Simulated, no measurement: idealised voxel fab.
Proc. module: voxel air gaps
Cross-sectional view cut (width: 195 nm; square cell size: 5 nm).
Reading order for cross-sections: top band down to bottom band. Underlying form: a grid of square cells. Band size: one or more rows of cells. Top, bottom (nm), then materials left to right with widths (nm); lone material tagged "all across" fills the whole band edge to edge; "air" = empty space. Measure heights from 0. That's the level where, below it, the as-received wafer is all one material. The lowest band is bottomless and extends downward; write it as in "top 0, no bottom". So if you see something like "30..40" for the width, read it as the top row of the band sitting at the first number and the bottom row at the second, with every row in between moving by the same amount as the last. You'll sometimes find "nothing was modified" written for a step, and that's the way of saying that nowhere in the cross-section did a cell change during that step. Under "Cavities, closed" you'll find the enclosed gaps, the ones with no way out to the top, that are 8 cells or bigger; each reads width x height at distance, with distance counted from the left edge, everything in nm. Where a step's line continues beyond its settings, the continuation is a remark by the simulator itself on that step. Steps that use a mask can have "overlay nm" on their line. It says how far the mask sat to the right of where it was meant to be. Negative means to the left.
[The process steps that were planned are listed below]
- 1: RECEIVE: material Si
- 2: CONFORMAL_DEP: material SiO2, thk nm 10
- 3: CONFORMAL_DEP: material SiN, thk nm 5
- 4: DIRECTIONAL_DEP: material lowk, thk nm 35
- 5: DIRECTIONAL_DEP: material aC, thk nm 5
- 6: PATTERN: tone open, mask id LINES, material resist, width nm 15, pitch nm 45, thk nm 30, overlay nm 0
- 7: DIRECTIONAL_ETCH: etch materials aC, depth nm 15
- 8: STRIP: etch materials resist
- 9: DIRECTIONAL_ETCH: etch materials lowk, depth nm 35
- 10: STRIP: etch materials aC
- 11: CONFORMAL_DEP: material TiN, thk nm 5
- 12: FILL_DEP: material Cu, thk nm 5
- 13: CMP: height nm 50
- 14: EPI: material Ru, thk nm 10
- 15: SELECTIVE_ETCH: etch materials lowk, depth nm 45
- 16: CONFORMAL_DEP: material SiN, thk nm 5
What sets these wafers apart? The thk nm at step 5. They all start alike, and the plan carries the first wafer's value.
[The first of several wafers in cross-section, exactly as it reached us after step 1]
* top 0, no bottom: Si all across
* Cavities, closed: none
[First of several wafers: cross-section at the end of the module, after step 16, its last step]
* top 65, bottom 60: air 30 / SiN 135 / air 30
* top 60, bottom 50: air 30 / SiN 5 / Ru 35 / SiN 10 / Ru 35 / SiN 10 / Ru 35 / SiN 5 / air 30
* top 50, bottom 45: air 30 / SiN 15 / TiN 5 / Cu 5 / TiN 5 / SiN 30 / TiN 5 / Cu 5 / TiN 5 / SiN 30 / TiN 5 / Cu 5 / TiN 5 / SiN 15 / air 30
* top 45, bottom 20: air 40 / SiN 5 / TiN 5 / Cu 5 / TiN 5 / SiN 5 / air 20 / SiN 5 / TiN 5 / Cu 5 / TiN 5 / SiN 5 / air 20 / SiN 5 / TiN 5 / Cu 5 / TiN 5 / SiN 5 / air 40
* top 20, bottom 15: SiN 45 / TiN 15 / SiN 30 / TiN 15 / SiN 30 / TiN 15 / SiN 45
* top 15, bottom 10: SiN all across
* top 10, bottom 0: SiO2 all across
* top 0, no bottom: Si all across
* Cavities, closed: 20 x 25 at 65; 20 x 25 at 110
[Wafer cross-section (last wafer, module end)]
* top 20, bottom 10: SiN all across
* top 10, bottom 0: SiO2 all across
* top 0, no bottom: Si all across
* Cavities, closed: none
[Quick key for the table: a row per wafer, taken at the end of the module. For each material it tells you how many cells the wafer gained (+) or lost (-) since it came in, and the closed voids come after]
thk nm 5 | +18 Cu | +42 Ru | +156 SiN | +78 SiO2 | +45 TiN | Cavities, closed: 20 x 25 at 65; 20 x 25 at 110
thk nm 10 | +18 Cu | +42 Ru | +156 SiN | +78 SiO2 | +45 TiN | Cavities, closed: 20 x 25 at 65; 20 x 25 at 110
thk nm 15 | +18 Cu | +42 Ru | +156 SiN | +78 SiO2 | +45 TiN | Cavities, closed: 20 x 25 at 65; 20 x 25 at 110
thk nm 20 | +78 SiN | +78 SiO2 | Cavities, closed: none
thk nm 25 | +78 SiN | +78 SiO2 | Cavities, closed: none
thk nm 30 | +78 SiN | +78 SiO2 | Cavities, closed: none
